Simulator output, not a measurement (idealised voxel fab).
Process module in this document: voxel tone inversion
Section cut is 200 nm wide and gridded with 5 nm square cells.
Throughout this document, each cross-section is represented as a grid of square cells and is presented as a sequence of bands enumerated from the top downward, where a band comprises one or more rows of cells.
Band: top height; bottom height; in nm. Then, left to right: material with width in nm, for each material. "everywhere": a single material spanning edge to edge. "empty": empty space.
Height datum 0, below which the as-received substrate wafer is one material. Lowest band open at the bottom, running downward: "from 0 down".
A two-number width, for instance "30..40", indicates that the width is equal to the first number in the top row of the band and to the second number in the bottom row, and that it changes by a constant amount per row of cells.
Basically "everything unchanged" means that step didn't change any cell in the cross-section.
"Sealed internal voids" - sealed voids, min. 8 cells, no opening to top; format: width x height at distance (distance from left edge; nm throughout).
Past the settings on a step's line: simulator remark, on that step.
What "overlay nm" on a step's line means: if the step has a mask, that mask lay this far to the right of its planned place, or, when the value is negative, to the left.

[Listed below are the process steps as planned]
1: op RECEIVE | material Si
2: op CONFORMAL_DEP | material SiN | thk nm 5
3: op DIRECTIONAL_DEP | material aC | thk nm 25
4: op PATTERN | tone cover | mask id POSTS | material resist | width nm 25 | pitch nm 50 | thk nm 35 | overlay nm 0
5: op DIRECTIONAL_ETCH | etch materials aC | depth nm 25
6: op STRIP | etch materials resist
7: op FILL_DEP | material SiO2 | thk nm 10
8: op CMP | height nm 30
9: op STRIP | etch materials aC
10: op CONFORMAL_DEP | material TiN | thk nm 5
11: op FILL_DEP | material Cu | thk nm 5
12: op CMP | height nm 30
13: op CONFORMAL_DEP | material SiN | thk nm 5

[The first of a set of two wafers, run to plan]

[Delivered wafer in cross-section: state after step 1]
- from 0 down = Si everywhere
- Sealed internal voids: none

[The wafer, seen in cross-section, after step 2]
- from 5 to 0 = SiN everywhere
- Anything lower than 0 is untouched.

[The wafer, seen in cross-section, after step 3]
- from 30 to 5 = aC everywhere
- Anything lower than 5 is untouched.

[The wafer, seen in cross-section, after step 4]
- from 65 to 30 = 60 nm empty  25 nm resist  25 nm empty  25 nm resist  65 nm empty
- Anything lower than 30 is untouched.

[The wafer, seen in cross-section, after step 5]
- from 40 to 30 = 60 nm empty  25 nm resist  25 nm empty  25 nm resist  65 nm empty
- from 30 to 5 = 60 nm empty  25 nm aC  25 nm empty  25 nm aC  65 nm empty
- Anything lower than 5 is untouched.

[The wafer, seen in cross-section, after step 6]
- from 30 to 5 = 60 nm empty  25 nm aC  25 nm empty  25 nm aC  65 nm empty
- Anything lower than 5 is untouched.

[The wafer, seen in cross-section, after step 7]
- from 40 to 30 = SiO2 everywhere
- from 30 to 5 = 60 nm SiO2  25 nm aC  25 nm SiO2  25 nm aC  65 nm SiO2
- Anything lower than 5 is untouched.

[The wafer, seen in cross-section, after step 8]
- from 30 to 5 = 60 nm SiO2  25 nm aC  25 nm SiO2  25 nm aC  65 nm SiO2
- Anything lower than 5 is untouched.

[The wafer, seen in cross-section, after step 9]
- from 30 to 5 = 60 nm SiO2  25 nm empty  25 nm SiO2  25 nm empty  65 nm SiO2
- Anything lower than 5 is untouched.

[The wafer, seen in cross-section, after step 10]
- from 35 to 30 = 65 nm TiN  15 nm empty  35 nm TiN  15 nm empty  70 nm TiN
- from 30 to 10 = 60 nm SiO2  5 nm TiN  15 nm empty  5 nm TiN  25 nm SiO2  5 nm TiN  15 nm empty  5 nm TiN  65 nm SiO2
- from 10 to 5 = 60 nm SiO2  25 nm TiN  25 nm SiO2  25 nm TiN  65 nm SiO2
- Anything lower than 5 is untouched.

[The wafer, seen in cross-section, after step 11]
- from 40 to 35 = Cu everywhere
- from 35 to 30 = 65 nm TiN  15 nm Cu  35 nm TiN  15 nm Cu  70 nm TiN
- from 30 to 10 = 60 nm SiO2  5 nm TiN  15 nm Cu  5 nm TiN  25 nm SiO2  5 nm TiN  15 nm Cu  5 nm TiN  65 nm SiO2
- Anything lower than 10 is untouched.

[The wafer, seen in cross-section, after step 12]
- from 30 to 10 = 60 nm SiO2  5 nm TiN  15 nm Cu  5 nm TiN  25 nm SiO2  5 nm TiN  15 nm Cu  5 nm TiN  65 nm SiO2
- Anything lower than 10 is untouched.

[The wafer, seen in cross-section, after step 13]
- from 35 to 30 = SiN everywhere
- Anything lower than 30 is untouched.

[Wafer two of the pair: same origin, same plan, one error during the run; identical to wafer one up to and including step 11]

[Second wafer, sectioned view, at step 12's planned end time]
- from 20 to 10 = 60 nm SiO2  5 nm TiN  15 nm Cu  5 nm TiN  25 nm SiO2  5 nm TiN  15 nm Cu  5 nm TiN  65 nm SiO2
- Anything lower than 10 is untouched.

[Second wafer, sectioned view, at step 13's planned end time]
- from 25 to 20 = SiN everywhere
- Anything lower than 20 is untouched.
So what did we get wrong on this run? step 12 was run on a setting that differed from the plan, and what really ran there is op CMP | height nm 20
At the finish, the second wafer shows more or fewer cells for some materials than the first does: 12 fewer of Cu; 60 fewer of SiO2; 8 fewer of TiN
